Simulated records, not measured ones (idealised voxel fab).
Title: Process Module voxel self aligned vias
FYI the section here is cut, 265 nm wide, cells are 5 nm squares.
A cross-section in this document is a grid of square cells, and it is written down as bands, the top band listed before the ones below it; a band is made up of one or more rows of cells.
What a band's entry tells you: where the top is and where the bottom is, as heights in nm, and after that what lies inside, material by material from left to right, each with its width in nm. Empty space is written as the word "blank", and a single material marked with the word "all across" occupies the band from edge to edge.
Beneath 0, the wafer as received is one material, and that level is where height counting begins. The lowest band goes on downward without a bottom; it is written like "0 -> down".
You'd read "30->40" like this: the band's top row of cells is as wide as the first number, its bottom row is as wide as the second, and going down, every row changes width by the same amount as the row before did.
What does "no modifications" mean for a step? It means no cell of the cross-section changed in that step.
Empty spaces counting at least 8 cells and having no open way to the top are listed in "Fully enclosed voids". The notation width x height at distance is used for each, the distance being from the left edge and all three values in nm.
Text after the settings on a step's line: the simulator's own remark on that step.
overlay nm, on a step with a mask: how far to the right of its planned place the mask lay; to the left if negative

So here's the lineup of process steps we planned:
1. RECEIVE, material Si
2. CONFORMAL_DEP, material SiO2, thk nm 15
3. CONFORMAL_DEP, material SiCN, thk nm 5
4. DIRECTIONAL_DEP, material SiO2, thk nm 25
5. PATTERN, tone open, mask id LINES, material resist, width nm 30, pitch nm 70, thk nm 20, overlay nm 0
6. DIRECTIONAL_ETCH, etch materials SiO2, depth nm 25
7. STRIP, etch materials resist
8. CONFORMAL_DEP, material TiN, thk nm 5
9. FILL_DEP, material Ru, thk nm 5
10. CMP, height nm 45
11. SELECTIVE_ETCH, etch materials W Ru TiN, depth nm 10
12. FILL_DEP, material SiN, thk nm 10
13. CMP, height nm 45
14. DIRECTIONAL_DEP, material SiO2, thk nm 15
15. DIRECTIONAL_DEP, material aC, thk nm 15
16. PATTERN, tone open, mask id VIAS, material resist, width nm 40, pitch nm 70, thk nm 35, overlay nm 0
17. DIRECTIONAL_ETCH, etch materials aC, depth nm 15
18. STRIP, etch materials resist
19. DIRECTIONAL_ETCH, etch materials SiO2, depth nm 15
20. DIRECTIONAL_ETCH, etch materials SiN, depth nm 10
21. STRIP, etch materials aC
22. CONFORMAL_DEP, material TiN, thk nm 5
23. FILL_DEP, material W, thk nm 10
24. CMP, height nm 60
25. CONFORMAL_DEP, material SiCN, thk nm 5

What follows covers the first of two wafers; it ran as planned:

Cross-section of the wafer upon arrival, representing the state reached after step 1:
  0 -> down: Si all across
  Fully enclosed voids: none

How the wafer stands in section after step 2:
  15 -> 0: SiO2 all across
  below 0: unchanged

How the wafer stands in section after step 3:
  20 -> 15: SiCN all across
  below 15: unchanged

How the wafer stands in section after step 4:
  45 -> 20: SiO2 all across
  below 20: unchanged

How the wafer stands in section after step 5:
  65 -> 45: resist=45 | blank=30 | resist=40 | blank=30 | resist=40 | blank=30 | resist=50
  below 45: unchanged

How the wafer stands in section after step 6:
  65 -> 45: resist=45 | blank=30 | resist=40 | blank=30 | resist=40 | blank=30 | resist=50
  45 -> 20: SiO2=45 | blank=30 | SiO2=40 | blank=30 | SiO2=40 | blank=30 | SiO2=50
  below 20: unchanged

How the wafer stands in section after step 7:
  45 -> 20: SiO2=45 | blank=30 | SiO2=40 | blank=30 | SiO2=40 | blank=30 | SiO2=50
  below 20: unchanged

How the wafer stands in section after step 8:
  50 -> 45: TiN=50 | blank=20 | TiN=50 | blank=20 | TiN=50 | blank=20 | TiN=55
  45 -> 25: SiO2=45 | TiN=5 | blank=20 | TiN=5 | SiO2=40 | TiN=5 | blank=20 | TiN=5 | SiO2=40 | TiN=5 | blank=20 | TiN=5 | SiO2=50
  25 -> 20: SiO2=45 | TiN=30 | SiO2=40 | TiN=30 | SiO2=40 | TiN=30 | SiO2=50
  below 20: unchanged

How the wafer stands in section after step 9:
  55 -> 50: Ru all across
  50 -> 45: TiN=50 | Ru=20 | TiN=50 | Ru=20 | TiN=50 | Ru=20 | TiN=55
  45 -> 25: SiO2=45 | TiN=5 | Ru=20 | TiN=5 | SiO2=40 | TiN=5 | Ru=20 | TiN=5 | SiO2=40 | TiN=5 | Ru=20 | TiN=5 | SiO2=50
  below 25: unchanged

How the wafer stands in section after step 10:
  45 -> 25: SiO2=45 | TiN=5 | Ru=20 | TiN=5 | SiO2=40 | TiN=5 | Ru=20 | TiN=5 | SiO2=40 | TiN=5 | Ru=20 | TiN=5 | SiO2=50
  below 25: unchanged

How the wafer stands in section after step 11:
  45 -> 35: SiO2=45 | blank=30 | SiO2=40 | blank=30 | SiO2=40 | blank=30 | SiO2=50
  below 35: unchanged

How the wafer stands in section after step 12:
  55 -> 45: SiN all across
  45 -> 35: SiO2=45 | SiN=30 | SiO2=40 | SiN=30 | SiO2=40 | SiN=30 | SiO2=50
  below 35: unchanged

How the wafer stands in section after step 13:
  45 -> 35: SiO2=45 | SiN=30 | SiO2=40 | SiN=30 | SiO2=40 | SiN=30 | SiO2=50
  below 35: unchanged

How the wafer stands in section after step 14:
  60 -> 45: SiO2 all across
  below 45: unchanged

How the wafer stands in section after step 15:
  75 -> 60: aC all across
  below 60: unchanged

How the wafer stands in section after step 16:
  110 -> 75: resist=40 | blank=40 | resist=30 | blank=40 | resist=30 | blank=40 | resist=45
  below 75: unchanged

How the wafer stands in section after step 17:
  95 -> 75: resist=40 | blank=40 | resist=30 | blank=40 | resist=30 | blank=40 | resist=45
  75 -> 60: aC=40 | blank=40 | aC=30 | blank=40 | aC=30 | blank=40 | aC=45
  below 60: unchanged

How the wafer stands in section after step 18:
  75 -> 60: aC=40 | blank=40 | aC=30 | blank=40 | aC=30 | blank=40 | aC=45
  below 60: unchanged

How the wafer stands in section after step 19:
  75 -> 60: aC=40 | blank=40 | aC=30 | blank=40 | aC=30 | blank=40 | aC=45
  60 -> 45: SiO2=40 | blank=40 | SiO2=30 | blank=40 | SiO2=30 | blank=40 | SiO2=45
  below 45: unchanged

How the wafer stands in section after step 20:
  75 -> 60: aC=40 | blank=40 | aC=30 | blank=40 | aC=30 | blank=40 | aC=45
  60 -> 45: SiO2=40 | blank=40 | SiO2=30 | blank=40 | SiO2=30 | blank=40 | SiO2=45
  45 -> 35: SiO2=45 | blank=30 | SiO2=40 | blank=30 | SiO2=40 | blank=30 | SiO2=50
  below 35: unchanged

How the wafer stands in section after step 21:
  60 -> 45: SiO2=40 | blank=40 | SiO2=30 | blank=40 | SiO2=30 | blank=40 | SiO2=45
  below 45: unchanged

How the wafer stands in section after step 22:
  65 -> 60: TiN=45 | blank=30 | TiN=40 | blank=30 | TiN=40 | blank=30 | TiN=50
  60 -> 50: SiO2=40 | TiN=5 | blank=30 | TiN=5 | SiO2=30 | TiN=5 | blank=30 | TiN=5 | SiO2=30 | TiN=5 | blank=30 | TiN=5 | SiO2=45
  50 -> 40: SiO2=40->45 | TiN=10->5 | blank=20 | TiN=10->5 | SiO2=30->40 | TiN=10->5 | blank=20 | TiN=10->5 | SiO2=30->40 | TiN=10->5 | blank=20 | TiN=10->5 | SiO2=45->50
  40 -> 35: SiO2=45 | TiN=30 | SiO2=40 | TiN=30 | SiO2=40 | TiN=30 | SiO2=50
  below 35: unchanged

How the wafer stands in section after step 23:
  75 -> 65: W all across
  65 -> 60: TiN=45 | W=30 | TiN=40 | W=30 | TiN=40 | W=30 | TiN=50
  60 -> 50: SiO2=40 | TiN=5 | W=30 | TiN=5 | SiO2=30 | TiN=5 | W=30 | TiN=5 | SiO2=30 | TiN=5 | W=30 | TiN=5 | SiO2=45
  50 -> 40: SiO2=40->45 | TiN=10->5 | W=20 | TiN=10->5 | SiO2=30->40 | TiN=10->5 | W=20 | TiN=10->5 | SiO2=30->40 | TiN=10->5 | W=20 | TiN=10->5 | SiO2=45->50
  below 40: unchanged

How the wafer stands in section after step 24:
  60 -> 50: SiO2=40 | TiN=5 | W=30 | TiN=5 | SiO2=30 | TiN=5 | W=30 | TiN=5 | SiO2=30 | TiN=5 | W=30 | TiN=5 | SiO2=45
  below 50: unchanged

How the wafer stands in section after step 25:
  65 -> 60: SiCN all across
  below 60: unchanged

Companion wafer, the second of two: same beginning, same intended sequence, one mistake in carrying it out; through step 4 inclusive it tracks the first exactly:

Cross-section of the second wafer at the time step 5 of the plan should have ended:
  65 -> 45: blank=45 | resist=30 | blank=40 | resist=30 | blank=40 | resist=30 | blank=50
  below 45: unchanged

Cross-section of the second wafer at the time step 6 of the plan should have ended:
  65 -> 45: blank=45 | resist=30 | blank=40 | resist=30 | blank=40 | resist=30 | blank=50
  45 -> 20: blank=45 | SiO2=30 | blank=40 | SiO2=30 | blank=40 | SiO2=30 | blank=50
  below 20: unchanged

Cross-section of the second wafer at the time step 7 of the plan should have ended:
  45 -> 20: blank=45 | SiO2=30 | blank=40 | SiO2=30 | blank=40 | SiO2=30 | blank=50
  below 20: unchanged

Cross-section of the second wafer at the time step 8 of the plan should have ended:
  50 -> 45: blank=40 | TiN=40 | blank=30 | TiN=40 | blank=30 | TiN=40 | blank=45
  45 -> 25: blank=40 | TiN=5 | SiO2=30 | TiN=5 | blank=30 | TiN=5 | SiO2=30 | TiN=5 | blank=30 | TiN=5 | SiO2=30 | TiN=5 | blank=45
  25 -> 20: TiN=45 | SiO2=30 | TiN=40 | SiO2=30 | TiN=40 | SiO2=30 | TiN=50
  below 20: unchanged

Cross-section of the second wafer at the time step 9 of the plan should have ended:
  55 -> 50: Ru all across
  50 -> 45: Ru=40 | TiN=40 | Ru=30 | TiN=40 | Ru=30 | TiN=40 | Ru=45
  45 -> 25: Ru=40 | TiN=5 | SiO2=30 | TiN=5 | Ru=30 | TiN=5 | SiO2=30 | TiN=5 | Ru=30 | TiN=5 | SiO2=30 | TiN=5 | Ru=45
  below 25: unchanged

Cross-section of the second wafer at the time step 10 of the plan should have ended:
  45 -> 25: Ru=40 | TiN=5 | SiO2=30 | TiN=5 | Ru=30 | TiN=5 | SiO2=30 | TiN=5 | Ru=30 | TiN=5 | SiO2=30 | TiN=5 | Ru=45
  below 25: unchanged

Cross-section of the second wafer at the time step 11 of the plan should have ended:
  45 -> 35: blank=45 | SiO2=30 | blank=40 | SiO2=30 | blank=40 | SiO2=30 | blank=50
  below 35: unchanged

Cross-section of the second wafer at the time step 12 of the plan should have ended:
  55 -> 45: SiN all across
  45 -> 35: SiN=45 | SiO2=30 | SiN=40 | SiO2=30 | SiN=40 | SiO2=30 | SiN=50
  below 35: unchanged

Cross-section of the second wafer at the time step 13 of the plan should have ended:
  45 -> 35: SiN=45 | SiO2=30 | SiN=40 | SiO2=30 | SiN=40 | SiO2=30 | SiN=50
  below 35: unchanged

Cross-section of the second wafer at the time step 14 of the plan should have ended:
  60 -> 45: SiO2 all across
  below 45: unchanged

Cross-section of the second wafer at the time step 15 of the plan should have ended:
  75 -> 60: aC all across
  below 60: unchanged

Cross-section of the second wafer at the time step 16 of the plan should have ended:
  110 -> 75: resist=40 | blank=40 | resist=30 | blank=40 | resist=30 | blank=40 | resist=45
  below 75: unchanged

Cross-section of the second wafer at the time step 17 of the plan should have ended:
  95 -> 75: resist=40 | blank=40 | resist=30 | blank=40 | resist=30 | blank=40 | resist=45
  75 -> 60: aC=40 | blank=40 | aC=30 | blank=40 | aC=30 | blank=40 | aC=45
  below 60: unchanged

Cross-section of the second wafer at the time step 18 of the plan should have ended:
  75 -> 60: aC=40 | blank=40 | aC=30 | blank=40 | aC=30 | blank=40 | aC=45
  below 60: unchanged

Cross-section of the second wafer at the time step 19 of the plan should have ended:
  75 -> 60: aC=40 | blank=40 | aC=30 | blank=40 | aC=30 | blank=40 | aC=45
  60 -> 45: SiO2=40 | blank=40 | SiO2=30 | blank=40 | SiO2=30 | blank=40 | SiO2=45
  below 45: unchanged

Cross-section of the second wafer at the time step 20 of the plan should have ended:
  75 -> 60: aC=40 | blank=40 | aC=30 | blank=40 | aC=30 | blank=40 | aC=45
  60 -> 45: SiO2=40 | blank=40 | SiO2=30 | blank=40 | SiO2=30 | blank=40 | SiO2=45
  45 -> 35: SiN=40 | blank=5 | SiO2=30 | blank=5 | SiN=30 | blank=5 | SiO2=30 | blank=5 | SiN=30 | blank=5 | SiO2=30 | blank=5 | SiN=45
  below 35: unchanged

Cross-section of the second wafer at the time step 21 of the plan should have ended:
  60 -> 45: SiO2=40 | blank=40 | SiO2=30 | blank=40 | SiO2=30 | blank=40 | SiO2=45
  below 45: unchanged

Cross-section of the second wafer at the time step 22 of the plan should have ended:
  65 -> 60: TiN=45 | blank=30 | TiN=40 | blank=30 | TiN=40 | blank=30 | TiN=50
  60 -> 50: SiO2=40 | TiN=5 | blank=30 | TiN=5 | SiO2=30 | TiN=5 | blank=30 | TiN=5 | SiO2=30 | TiN=5 | blank=30 | TiN=5 | SiO2=45
  50 -> 45: SiO2=40 | TiN=40 | SiO2=30 | TiN=40 | SiO2=30 | TiN=40 | SiO2=45
  45 -> 35: SiN=40 | TiN=5 | SiO2=30 | TiN=5 | SiN=30 | TiN=5 | SiO2=30 | TiN=5 | SiN=30 | TiN=5 | SiO2=30 | TiN=5 | SiN=45
  below 35: unchanged

Cross-section of the second wafer at the time step 23 of the plan should have ended:
  75 -> 65: W all across
  65 -> 60: TiN=45 | W=30 | TiN=40 | W=30 | TiN=40 | W=30 | TiN=50
  60 -> 50: SiO2=40 | TiN=5 | W=30 | TiN=5 | SiO2=30 | TiN=5 | W=30 | TiN=5 | SiO2=30 | TiN=5 | W=30 | TiN=5 | SiO2=45
  below 50: unchanged

Cross-section of the second wafer at the time step 24 of the plan should have ended:
  60 -> 50: SiO2=40 | TiN=5 | W=30 | TiN=5 | SiO2=30 | TiN=5 | W=30 | TiN=5 | SiO2=30 | TiN=5 | W=30 | TiN=5 | SiO2=45
  below 50: unchanged

Cross-section of the second wafer at the time step 25 of the plan should have ended:
  65 -> 60: SiCN all across
  below 60: unchanged
What was the processing mistake? contrary to plan, step 5 was performed as PATTERN, tone cover, mask id LINES, material resist, width nm 30, pitch nm 70, thk nm 20, overlay nm 0
Final wafer comparison in cells, second versus first, more or fewer per material: +34 Ru, +58 SiN, -85 SiO2, +17 TiN, -24 W
